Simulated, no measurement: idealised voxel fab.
The document below concerns the process module designated voxel trench capacitor.
Cross-section cut: width 250 nm, square cells of 5 nm.
A cross-section is written here as square cells arranged in a grid, and it is given in bands from the top down, each band taking up one or more rows of cells.
A band entry consists of two parts. The first gives the height of the band's top and the height of its bottom, in nm. The rest lists the band's materials from left to right, each with its width in nm. A single material labelled with the word "throughout" fills the band from edge to edge, and the word "blank" marks empty space.
We count height from 0. Below that, the starting wafer is all one material. The lowest band never ends at the bottom but goes on down; see "0 and below" for how that is written.
Think of "30..40" as a width that walks from the first number to the second as you go down the band, top row to bottom row, taking equal-sized steps from row to row.
A step reported as "stayed the same" is a step in which no cell of the cross-section changed.
Empty spaces counting at least 8 cells and having no open way to the top are listed in "Fully sealed cavities". The notation width x height at distance is used for each, the distance being from the left edge and all three values in nm.
Post-settings text on a step line: simulator's own remark regarding the step.
"overlay nm" on a masked step: distance the mask lay right of its planned place, negative for left.

STEPS IN THE PROCESS PLAN
1,op RECEIVE | material Si
2,op CONFORMAL_DEP | material SiN | thk nm 10
3,op PATTERN | tone open | mask id TRENCH | material resist | width nm 20 | pitch nm 40 | thk nm 20 | overlay nm 0
4,op DIRECTIONAL_ETCH | etch materials SiN | depth nm 5
5,op DIRECTIONAL_ETCH | etch materials Si | depth nm 35
6,op STRIP | etch materials resist
7,op CONFORMAL_DEP | material Al2O3 | thk nm 5
8,op FILL_DEP | material polySi | thk nm 5
9,op CMP | height nm 10
Wafers differ in depth nm at step 4; plan lists the first wafer's value; identical starting state.

FIRST WAFER AS RECEIVED, AFTER STEP 1
  0 and below | Si throughout
  Fully sealed cavities: none

FIRST OF SEVERAL WAFERS, SECTIONED AT END OF MODULE (LAST STEP: STEP 9)
  10 down to 5 | SiN 95  Al2O3 20  SiN 20  Al2O3 20  SiN 95
  5 down to 0 | SiN throughout
  0 and below | Si throughout
  Fully sealed cavities: none

CROSS-SECTION, MODULE END, FINAL OF SEVERAL WAFERS
  10 down to 0 | SiN 95  Al2O3 5  polySi 10  Al2O3 5  SiN 20  Al2O3 5  polySi 10  Al2O3 5  SiN 95
  0 down to -30 | Si 95  Al2O3 5  polySi 10  Al2O3 5  Si 20  Al2O3 5  polySi 10  Al2O3 5  Si 95
  -30 down to -35 | Si 95  Al2O3 20  Si 20  Al2O3 20  Si 95
  -35 and below | Si throughout
  Fully sealed cavities: none

BELOW: A ROW PER WAFER. CONTENTS AT END OF MODULE: FOR EVERY MATERIAL, CELLS GAINED SINCE RECEIPT (+) OR LOST SINCE RECEIPT (-); THEN CLOSED VOIDS
depth nm 5, +8 Al2O3, +92 SiN, Fully sealed cavities: none
depth nm 10, +40 Al2O3, -56 Si, +84 SiN, +32 polySi, Fully sealed cavities: none
depth nm 15, +40 Al2O3, -56 Si, +84 SiN, +32 polySi, Fully sealed cavities: none
depth nm 20, +40 Al2O3, -56 Si, +84 SiN, +32 polySi, Fully sealed cavities: none
depth nm 25, +40 Al2O3, -56 Si, +84 SiN, +32 polySi, Fully sealed cavities: none
